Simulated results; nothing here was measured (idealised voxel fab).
A process module follows: voxel capacitor over wiring.
The cross-section on display is named cut; it measures 300 nm wide, and its cells are 5 nm squares.
We lay out every cross-section as a grid of square cells and spell it out in bands from the top down, where one band means one or more rows of cells.
Top height, bottom height, nm. Materials left to right, width each, nm. Single material + "full width" = fills band edge to edge. "blank" = empty.
Below 0: as-received wafer, all one material; heights counted from there. Lowest band: no bottom, goes on down, written "0 and below".
Quick explanation for "30 to 40": the width changes in equal steps down the rows of cells, from the first number in the band's top row to the second number in its bottom row.
"remains unaltered" for a step: no cell of the cross-section changed in that step.
Empty spaces without an open route to the top, at least 8 cells in extent, make up the entry "Listed closed voids"; each is given as width x height at distance, where the distance is measured from the left edge, and all are in nm.
That trailing text on a step's line, after the settings, is the simulator's own remark on the step.
"overlay nm" on a masked step: distance the mask lay right of its planned place, negative for left.

# Steps in the process plan
1,RECEIVE,material Si
2,CONFORMAL_DEP,material SiO2,thk nm 10
3,CONFORMAL_DEP,material SiN,thk nm 5
4,DIRECTIONAL_DEP,material SiO2,thk nm 25
5,DIRECTIONAL_DEP,material aC,thk nm 10
6,PATTERN,tone open,mask id METAL_1,material resist,width nm 30,pitch nm 85,thk nm 30,overlay nm 0
7,DIRECTIONAL_ETCH,etch materials aC,depth nm 10
8,STRIP,etch materials resist
9,DIRECTIONAL_ETCH,etch materials SiO2,depth nm 25
10,DIRECTIONAL_ETCH,etch materials SiN,depth nm 5
11,STRIP,etch materials aC
12,CONFORMAL_DEP,material TiN,thk nm 5
13,FILL_DEP,material Cu,thk nm 10
14,CMP,height nm 40
15,CONFORMAL_DEP,material SiCN,thk nm 5
16,DIRECTIONAL_DEP,material lowk,thk nm 20
17,MASKED_ETCH,tone open,mask id PLUG_1,width nm 15,etch materials lowk,depth nm 20,overlay nm 0
18,MASKED_ETCH,tone open,mask id PLUG_1,width nm 15,etch materials SiCN,depth nm 5,overlay nm 0
19,EPI,material Ru,thk nm 10
20,EPI,material Ru,thk nm 10
21,EPI,material Ru,thk nm 5
22,DIRECTIONAL_DEP,material TiN,thk nm 10
23,DIRECTIONAL_DEP,material SiN,thk nm 5
24,DIRECTIONAL_DEP,material TiN,thk nm 5
25,MASKED_ETCH,tone cover,mask id UPPER_PLATE,width nm 60,etch materials TiN,depth nm 5,overlay nm 0
26,MASKED_ETCH,tone cover,mask id UPPER_PLATE,width nm 60,etch materials SiN,depth nm 5,overlay nm 0
27,PATTERN,tone cover,mask id LOWER_PLATE,material resist,width nm 70,thk nm 15,overlay nm 0
28,DIRECTIONAL_ETCH,etch materials TiN,depth nm 10
29,STRIP,etch materials resist
30,FILL_DEP,material SiO2,thk nm 15
31,CMP,height nm 95
32,MASKED_ETCH,tone open,mask id PLUG_2,width nm 15,etch materials SiO2,depth nm 10,overlay nm 0
33,CONFORMAL_DEP,material TiN,thk nm 5
34,FILL_DEP,material W,thk nm 5
35,CMP,height nm 95
36,CONFORMAL_DEP,material SiCN,thk nm 5

# Step 1 complete: cross-section of the wafer as received
- 0 and below = Si full width
- Listed closed voids: none

# Cross-section taken at module completion on the first of two wafers; processed per the plan
- 100 down to 95 = SiCN full width
- 95 down to 90 = 115 of SiO2; 5 of TiN; 5 of W; 5 of TiN; 170 of SiO2
- 90 down to 80 = 115 to 105 of SiO2; 15 to 60 of TiN; 170 to 135 of SiO2
- 80 down to 75 = 105 of SiO2; 60 of SiN; 135 of SiO2
- 75 down to 65 = 100 of SiO2; 70 of TiN; 130 of SiO2
- 65 down to 45 = 105 of lowk; 15 of Ru; 180 of lowk
- 45 down to 40 = 105 of SiCN; 15 of Ru; 180 of SiCN
- 40 down to 15 = 90 of SiO2; 5 of TiN; 20 of Cu; 5 of TiN; 55 of SiO2; 5 of TiN; 20 of Cu; 5 of TiN; 95 of SiO2
- 15 down to 10 = 90 of SiN; 30 of TiN; 55 of SiN; 30 of TiN; 95 of SiN
- 10 down to 0 = SiO2 full width
- 0 and below = Si full width
- Listed closed voids: none

# Same start, same plan as the first wafer - but one mistake in the run. Cross-section of the second of the two at the end of the module
- 100 down to 95 = SiCN full width
- 95 down to 90 = 115 of SiO2; 15 of TiN; 170 of SiO2
- 90 down to 85 = 105 of SiO2; 5 of TiN; 5 of SiO2; 50 of TiN; 135 of SiO2
- 85 down to 80 = 105 of SiO2; 5 of SiN; 5 of TiN; 50 of SiN; 135 of SiO2
- 80 down to 75 = 110 of Ru; 5 of SiN; 185 of Ru
- 75 down to 70 = 105 of TiN; 15 of Ru; 180 of TiN
- 70 down to 65 = TiN full width
- 65 down to 60 = 105 of lowk; 15 of TiN; 180 of lowk
- 60 down to 45 = 105 of lowk; 15 of Ru; 180 of lowk
- 45 down to 40 = 105 of SiCN; 15 of Ru; 180 of SiCN
- 40 down to 15 = 90 of SiO2; 5 of TiN; 20 of Cu; 5 of TiN; 55 of SiO2; 5 of TiN; 20 of Cu; 5 of TiN; 95 of SiO2
- 15 down to 10 = 90 of SiN; 30 of TiN; 55 of SiN; 30 of TiN; 95 of SiN
- 10 down to 0 = SiO2 full width
- 0 and below = Si full width
- Listed closed voids: none
Deviation noted in wafer processing: ran 21 and 22 in swapped order versus the plan
Heads up, by the end the second wafer has more or fewer cells of some materials compared to the first: +59 Ru | -148 SiO2 | +90 TiN | -1 W
